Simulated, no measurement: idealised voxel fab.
process module | voxel trench capacitor
cross-section cut | 255 nm wide | cells 5 nm
A cross-section is a grid of square cells, given in bands from the top down. A band is one or more rows of cells.
Each band's line starts with the height of the band's top and of its bottom, in nm. Then come its materials from left to right, each with its width in nm. One material with "throughout" fills the band from edge to edge. "air" is empty space.
Height 0 is the level under which the wafer as received is all one material. The lowest band goes on downwards, as in "0 down".
A width such as "30 to 40" changes by the same amount from each row of cells to the next, from the band's top row to its bottom row.
"no change" after a step means that no cell of the cross-section changed.
closed voids: empty space of 8 cells or more with no open way to the top, each as width x height at its distance from the left edge, in nm
after a step's settings: what the simulator itself notes on the step
overlay nm, on a step with a mask: how far to the right of its planned place the mask lay; to the left if negative
plan
1 op RECEIVE | material Si
2 op CONFORMAL_DEP | material SiN | thk nm 5
3 op PATTERN | tone open | mask id TRENCH | material resist | width nm 25 | pitch nm 50 | thk nm 20 | overlay nm 0
4 op DIRECTIONAL_ETCH | etch materials SiN | depth nm 5
5 op DIRECTIONAL_ETCH | etch materials Si | depth nm 30
6 op STRIP | etch materials resist
7 op CONFORMAL_DEP | material HfO2 | thk nm 5
8 op CONFORMAL_DEP | material TiN | thk nm 5
9 op FILL_DEP | material W | thk nm 10
10 op CMP | height nm 5
first wafer, as planned
as received, after step 1
  0 down: Si throughout
  closed voids: none
after step 2
  5 to 0: SiN throughout
  below 0: unchanged
after step 3
  25 to 5: resist 65 | air 25 | resist 25 | air 25 | resist 25 | air 25 | resist 65
  below 5: unchanged
after step 4
  25 to 5: resist 65 | air 25 | resist 25 | air 25 | resist 25 | air 25 | resist 65
  5 to 0: SiN 65 | air 25 | SiN 25 | air 25 | SiN 25 | air 25 | SiN 65
  below 0: unchanged
after step 5
  25 to 5: resist 65 | air 25 | resist 25 | air 25 | resist 25 | air 25 | resist 65
  5 to 0: SiN 65 | air 25 | SiN 25 | air 25 | SiN 25 | air 25 | SiN 65
  0 to -30: Si 65 | air 25 | Si 25 | air 25 | Si 25 | air 25 | Si 65
  below -30: unchanged
after step 6
  5 to 0: SiN 65 | air 25 | SiN 25 | air 25 | SiN 25 | air 25 | SiN 65
  below 0: unchanged
after step 7
  10 to 5: HfO2 70 | air 15 | HfO2 35 | air 15 | HfO2 35 | air 15 | HfO2 70
  5 to 0: SiN 65 | HfO2 5 | air 15 | HfO2 5 | SiN 25 | HfO2 5 | air 15 | HfO2 5 | SiN 25 | HfO2 5 | air 15 | HfO2 5 | SiN 65
  0 to -25: Si 65 | HfO2 5 | air 15 | HfO2 5 | Si 25 | HfO2 5 | air 15 | HfO2 5 | Si 25 | HfO2 5 | air 15 | HfO2 5 | Si 65
  -25 to -30: Si 65 | HfO2 25 | Si 25 | HfO2 25 | Si 25 | HfO2 25 | Si 65
  below -30: unchanged
after step 8
  15 to 10: TiN 75 | air 5 | TiN 45 | air 5 | TiN 45 | air 5 | TiN 75
  10 to 5: HfO2 70 | TiN 5 | air 5 | TiN 5 | HfO2 35 | TiN 5 | air 5 | TiN 5 | HfO2 35 | TiN 5 | air 5 | TiN 5 | HfO2 70
  5 to 0: SiN 65 | HfO2 5 | TiN 5 | air 5 | TiN 5 | HfO2 5 | SiN 25 | HfO2 5 | TiN 5 | air 5 | TiN 5 | HfO2 5 | SiN 25 | HfO2 5 | TiN 5 | air 5 | TiN 5 | HfO2 5 | SiN 65
  0 to -20: Si 65 | HfO2 5 | TiN 5 | air 5 | TiN 5 | HfO2 5 | Si 25 | HfO2 5 | TiN 5 | air 5 | TiN 5 | HfO2 5 | Si 25 | HfO2 5 | TiN 5 | air 5 | TiN 5 | HfO2 5 | Si 65
  -20 to -25: Si 65 | HfO2 5 | TiN 15 | HfO2 5 | Si 25 | HfO2 5 | TiN 15 | HfO2 5 | Si 25 | HfO2 5 | TiN 15 | HfO2 5 | Si 65
  below -25: unchanged
after step 9
  25 to 15: W throughout
  15 to 10: TiN 75 | W 5 | TiN 45 | W 5 | TiN 45 | W 5 | TiN 75
  10 to 5: HfO2 70 | TiN 5 | W 5 | TiN 5 | HfO2 35 | TiN 5 | W 5 | TiN 5 | HfO2 35 | TiN 5 | W 5 | TiN 5 | HfO2 70
  5 to 0: SiN 65 | HfO2 5 | TiN 5 | W 5 | TiN 5 | HfO2 5 | SiN 25 | HfO2 5 | TiN 5 | W 5 | TiN 5 | HfO2 5 | SiN 25 | HfO2 5 | TiN 5 | W 5 | TiN 5 | HfO2 5 | SiN 65
  0 to -20: Si 65 | HfO2 5 | TiN 5 | W 5 | TiN 5 | HfO2 5 | Si 25 | HfO2 5 | TiN 5 | W 5 | TiN 5 | HfO2 5 | Si 25 | HfO2 5 | TiN 5 | W 5 | TiN 5 | HfO2 5 | Si 65
  below -20: unchanged
after step 10
  5 to 0: SiN 65 | HfO2 5 | TiN 5 | W 5 | TiN 5 | HfO2 5 | SiN 25 | HfO2 5 | TiN 5 | W 5 | TiN 5 | HfO2 5 | SiN 25 | HfO2 5 | TiN 5 | W 5 | TiN 5 | HfO2 5 | SiN 65
  below 0: unchanged
second wafer: like start, like plan, one mistake. Through step 6 it matches the first wafer
when step 7 should have ended
  10 to 5: TiN 70 | air 15 | TiN 35 | air 15 | TiN 35 | air 15 | TiN 70
  5 to 0: SiN 65 | TiN 5 | air 15 | TiN 5 | SiN 25 | TiN 5 | air 15 | TiN 5 | SiN 25 | TiN 5 | air 15 | TiN 5 | SiN 65
  0 to -25: Si 65 | TiN 5 | air 15 | TiN 5 | Si 25 | TiN 5 | air 15 | TiN 5 | Si 25 | TiN 5 | air 15 | TiN 5 | Si 65
  -25 to -30: Si 65 | TiN 25 | Si 25 | TiN 25 | Si 25 | TiN 25 | Si 65
  below -30: unchanged
when step 8 should have ended
  15 to 10: HfO2 75 | air 5 | HfO2 45 | air 5 | HfO2 45 | air 5 | HfO2 75
  10 to 5: TiN 70 | HfO2 5 | air 5 | HfO2 5 | TiN 35 | HfO2 5 | air 5 | HfO2 5 | TiN 35 | HfO2 5 | air 5 | HfO2 5 | TiN 70
  5 to 0: SiN 65 | TiN 5 | HfO2 5 | air 5 | HfO2 5 | TiN 5 | SiN 25 | TiN 5 | HfO2 5 | air 5 | HfO2 5 | TiN 5 | SiN 25 | TiN 5 | HfO2 5 | air 5 | HfO2 5 | TiN 5 | SiN 65
  0 to -20: Si 65 | TiN 5 | HfO2 5 | air 5 | HfO2 5 | TiN 5 | Si 25 | TiN 5 | HfO2 5 | air 5 | HfO2 5 | TiN 5 | Si 25 | TiN 5 | HfO2 5 | air 5 | HfO2 5 | TiN 5 | Si 65
  -20 to -25: Si 65 | TiN 5 | HfO2 15 | TiN 5 | Si 25 | TiN 5 | HfO2 15 | TiN 5 | Si 25 | TiN 5 | HfO2 15 | TiN 5 | Si 65
  below -25: unchanged
when step 9 should have ended
  25 to 15: W throughout
  15 to 10: HfO2 75 | W 5 | HfO2 45 | W 5 | HfO2 45 | W 5 | HfO2 75
  10 to 5: TiN 70 | HfO2 5 | W 5 | HfO2 5 | TiN 35 | HfO2 5 | W 5 | HfO2 5 | TiN 35 | HfO2 5 | W 5 | HfO2 5 | TiN 70
  5 to 0: SiN 65 | TiN 5 | HfO2 5 | W 5 | HfO2 5 | TiN 5 | SiN 25 | TiN 5 | HfO2 5 | W 5 | HfO2 5 | TiN 5 | SiN 25 | TiN 5 | HfO2 5 | W 5 | HfO2 5 | TiN 5 | SiN 65
  0 to -20: Si 65 | TiN 5 | HfO2 5 | W 5 | HfO2 5 | TiN 5 | Si 25 | TiN 5 | HfO2 5 | W 5 | HfO2 5 | TiN 5 | Si 25 | TiN 5 | HfO2 5 | W 5 | HfO2 5 | TiN 5 | Si 65
  below -20: unchanged
when step 10 should have ended
  5 to 0: SiN 65 | TiN 5 | HfO2 5 | W 5 | HfO2 5 | TiN 5 | SiN 25 | TiN 5 | HfO2 5 | W 5 | HfO2 5 | TiN 5 | SiN 25 | TiN 5 | HfO2 5 | W 5 | HfO2 5 | TiN 5 | SiN 65
  below 0: unchanged
what went wrong: steps 7 and 8 were swapped
at the end the second wafer has, in cells: 12 fewer of HfO2 | 12 more of TiN
